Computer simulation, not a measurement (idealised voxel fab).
Herein follows the process module entitled voxel plated lines.
Shown is cross-section cut, with a width of 295 nm and square cells of size 5 nm.
When this document writes out a cross-section, it uses a grid of square cells and lists it as bands, beginning at the top and moving down, with a band standing for one or more rows of cells. What a band's entry tells you: where the top is and where the bottom is, as heights in nm, and after that what lies inside, material by material from left to right, each with its width in nm. Empty space is written as the word "empty", and a single material marked with the word "throughout" occupies the band from edge to edge. Heights are reckoned from 0. Under this level, the received wafer is all of one material. The bottommost band is open-ended downward, for example "0 and below". Note: "30 to 40" means the width goes from the first number (top row of the band) to the second number (bottom row) in equal steps per row of cells. "nothing was modified" after a step means that no cell of the cross-section changed. Basically, "Internal closed voids" tells you about the enclosed voids: empty spaces with no open way to the top, 8 cells or bigger, each written width x height at distance, where distance is from the left edge, all in nm. On a step's line, text after the settings is the simulator commenting on that step. overlay nm: right-of-plan distance of the mask on a masked step; negative values mean left-of-plan.

Listed below are the process steps as planned
1) op RECEIVE | material Si
2) op CONFORMAL_DEP | material Al2O3 | thk nm 15
3) op DIRECTIONAL_DEP | material TiN | thk nm 5
4) op PATTERN | tone open | mask id LINES | material resist | width nm 30 | pitch nm 55 | thk nm 20 | overlay nm 0
5) op EPI | material Ru | thk nm 5
6) op STRIP | etch materials resist
7) op DIRECTIONAL_ETCH | etch materials TiN | depth nm 5
8) op CONFORMAL_DEP | material SiN | thk nm 10

First of the two wafers, run per plan

Wafer as received: cross-section following step 1
  0 and below  Si throughout
  Internal closed voids: none

Cross-section: wafer state after step 2
  15 down to 0  Al2O3 throughout
  For the remainder of the cross-section, below 0, there is no change.

Cross-section: wafer state after step 3
  20 down to 15  TiN throughout
  For the remainder of the cross-section, below 15, there is no change.

Cross-section: wafer state after step 4
  40 down to 20  resist 105 nm | empty 30 nm | resist 25 nm | empty 30 nm | resist 105 nm
  For the remainder of the cross-section, below 20, there is no change.

Cross-section: wafer state after step 5
  40 down to 25  resist 105 nm | empty 30 nm | resist 25 nm | empty 30 nm | resist 105 nm
  25 down to 20  resist 105 nm | Ru 30 nm | resist 25 nm | Ru 30 nm | resist 105 nm
  For the remainder of the cross-section, below 20, there is no change.

Cross-section: wafer state after step 6
  25 down to 20  empty 105 nm | Ru 30 nm | empty 25 nm | Ru 30 nm | empty 105 nm
  For the remainder of the cross-section, below 20, there is no change.

Cross-section: wafer state after step 7
  25 down to 20  empty 105 nm | Ru 30 nm | empty 25 nm | Ru 30 nm | empty 105 nm
  20 down to 15  empty 105 nm | TiN 30 nm | empty 25 nm | TiN 30 nm | empty 105 nm
  For the remainder of the cross-section, below 15, there is no change.

Cross-section: wafer state after step 8
  35 down to 25  empty 95 nm | SiN 50 nm | empty 5 nm | SiN 50 nm | empty 95 nm
  25 down to 20  SiN 105 nm | Ru 30 nm | SiN 25 nm | Ru 30 nm | SiN 105 nm
  20 down to 15  SiN 105 nm | TiN 30 nm | SiN 25 nm | TiN 30 nm | SiN 105 nm
  For the remainder of the cross-section, below 15, there is no change.

Wafer two. Same start, same plan, one slip in execution. Same as wafer one through step 3, inclusive

What the second wafer looks like in cross-section when step 4 should have wrapped up
  40 down to 20  empty 105 nm | resist 30 nm | empty 25 nm | resist 30 nm | empty 105 nm
  For the remainder of the cross-section, below 20, there is no change.

What the second wafer looks like in cross-section when step 5 should have wrapped up
  40 down to 25  empty 105 nm | resist 30 nm | empty 25 nm | resist 30 nm | empty 105 nm
  25 down to 20  Ru 105 nm | resist 30 nm | Ru 25 nm | resist 30 nm | Ru 105 nm
  For the remainder of the cross-section, below 20, there is no change.

What the second wafer looks like in cross-section when step 6 should have wrapped up
  25 down to 20  Ru 105 nm | empty 30 nm | Ru 25 nm | empty 30 nm | Ru 105 nm
  For the remainder of the cross-section, below 20, there is no change.

What the second wafer looks like in cross-section when step 7 should have wrapped up
  25 down to 20  Ru 105 nm | empty 30 nm | Ru 25 nm | empty 30 nm | Ru 105 nm
  20 down to 15  TiN 105 nm | empty 30 nm | TiN 25 nm | empty 30 nm | TiN 105 nm
  For the remainder of the cross-section, below 15, there is no change.

What the second wafer looks like in cross-section when step 8 should have wrapped up
  35 down to 25  SiN 115 nm | empty 10 nm | SiN 45 nm | empty 10 nm | SiN 115 nm
  25 down to 20  Ru 105 nm | SiN 30 nm | Ru 25 nm | SiN 30 nm | Ru 105 nm
  20 down to 15  TiN 105 nm | SiN 30 nm | TiN 25 nm | SiN 30 nm | TiN 105 nm
  For the remainder of the cross-section, below 15, there is no change.
Deviation noted in wafer processing: step 4 was not run as planned; what actually ran was op PATTERN | tone cover | mask id LINES | material resist | width nm 30 | pitch nm 55 | thk nm 20 | overlay nm 0
Wrapping up, a cell-based count of both wafers puts the second over or under the first for these materials: Ru: 35 more; TiN: 35 more
